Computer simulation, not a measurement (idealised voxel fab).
process module | voxel gate over fins
cross-section cut | 300 nm wide | cells 5 nm
A cross-section is a grid of square cells, given in bands from the top down. A band is one or more rows of cells.
Each band's line starts with the height of the band's top and of its bottom, in nm. Then come its materials from left to right, each with its width in nm. One material with "throughout" fills the band from edge to edge. "air" is empty space.
Height 0 is the level under which the wafer as received is all one material. The lowest band goes on downwards, as in "0 down".
A width such as "30 to 40" changes by the same amount from each row of cells to the next, from the band's top row to its bottom row.
"no change" after a step means that no cell of the cross-section changed.
closed voids: empty space of 8 cells or more with no open way to the top, each as width x height at its distance from the left edge, in nm
after a step's settings: what the simulator itself notes on the step
overlay nm, on a step with a mask: how far to the right of its planned place the mask lay; to the left if negative
plan
1 op RECEIVE | material Si
2 op CONFORMAL_DEP | material SiN | thk nm 10
3 op DIRECTIONAL_DEP | material aC | thk nm 15
4 op PATTERN | tone cover | mask id FINS | material resist | width nm 15 | pitch nm 40 | thk nm 35 | overlay nm 0
5 op DIRECTIONAL_ETCH | etch materials aC | depth nm 15
6 op STRIP | etch materials resist
7 op DIRECTIONAL_ETCH | etch materials SiN | depth nm 10
8 op DIRECTIONAL_ETCH | etch materials Si | depth nm 30
9 op STRIP | etch materials aC
10 op OXIDIZE | depth nm 5
11 op FILL_DEP | material SiO2 | thk nm 5
12 op CMP | height nm 10
13 op SELECTIVE_ETCH | etch materials SiO2 | depth nm 25
14 op STRIP | etch materials SiN
15 op CONFORMAL_DEP | material HfO2 | thk nm 5
16 op CONFORMAL_DEP | material TiN | thk nm 5
17 op FILL_DEP | material W | thk nm 15
18 op CMP | height nm 20
19 op CONFORMAL_DEP | material SiCN | thk nm 10
as received, after step 1
  0 down: Si throughout
  closed voids: none
first wafer at the end, as planned
  30 to 20: SiCN throughout
  20 to 10: W throughout
  10 to 5: W 95 | TiN 25 | W 15 | TiN 25 | W 15 | TiN 25 | W 100
  5 to 0: W 95 | TiN 5 | HfO2 15 | TiN 5 | W 15 | TiN 5 | HfO2 15 | TiN 5 | W 15 | TiN 5 | HfO2 15 | TiN 5 | W 100
  0 to -5: W 95 | TiN 5 | HfO2 5 | Si 5 | HfO2 5 | TiN 5 | W 15 | TiN 5 | HfO2 5 | Si 5 | HfO2 5 | TiN 5 | W 15 | TiN 5 | HfO2 5 | Si 5 | HfO2 5 | TiN 5 | W 100
  -5 to -10: TiN 100 | HfO2 5 | Si 5 | HfO2 5 | TiN 25 | HfO2 5 | Si 5 | HfO2 5 | TiN 25 | HfO2 5 | Si 5 | HfO2 5 | TiN 105
  -10 to -15: HfO2 105 | Si 5 | HfO2 35 | Si 5 | HfO2 35 | Si 5 | HfO2 110
  -15 to -35: SiO2 105 | Si 5 | SiO2 35 | Si 5 | SiO2 35 | Si 5 | SiO2 110
  -35 down: Si throughout
  closed voids: none
second wafer at the end: like start, like plan, one mistake
  30 to 20: SiCN throughout
  20 to 10: W throughout
  10 to 5: TiN 105 | W 5 | TiN 35 | W 5 | TiN 35 | W 5 | TiN 110
  5 to 0: HfO2 100 | TiN 5 | W 5 | TiN 5 | HfO2 25 | TiN 5 | W 5 | TiN 5 | HfO2 25 | TiN 5 | W 5 | TiN 5 | HfO2 105
  0 to -5: Si 95 | HfO2 5 | TiN 5 | W 5 | TiN 5 | HfO2 5 | Si 15 | HfO2 5 | TiN 5 | W 5 | TiN 5 | HfO2 5 | Si 15 | HfO2 5 | TiN 5 | W 5 | TiN 5 | HfO2 5 | Si 100
  -5 to -10: Si 95 | HfO2 5 | TiN 15 | HfO2 5 | Si 15 | HfO2 5 | TiN 15 | HfO2 5 | Si 15 | HfO2 5 | TiN 15 | HfO2 5 | Si 100
  -10 to -15: Si 95 | HfO2 25 | Si 15 | HfO2 25 | Si 15 | HfO2 25 | Si 100
  -15 to -35: Si 95 | SiO2 25 | Si 15 | SiO2 25 | Si 15 | SiO2 25 | Si 100
  -35 down: Si throughout
  closed voids: none
what went wrong: step 4 ran as: op PATTERN | tone open | mask id FINS | material resist | width nm 15 | pitch nm 40 | thk nm 35 | overlay nm 0
at the end the second wafer has, in cells: 294 more of Si | 168 fewer of SiO2 | 126 fewer of W
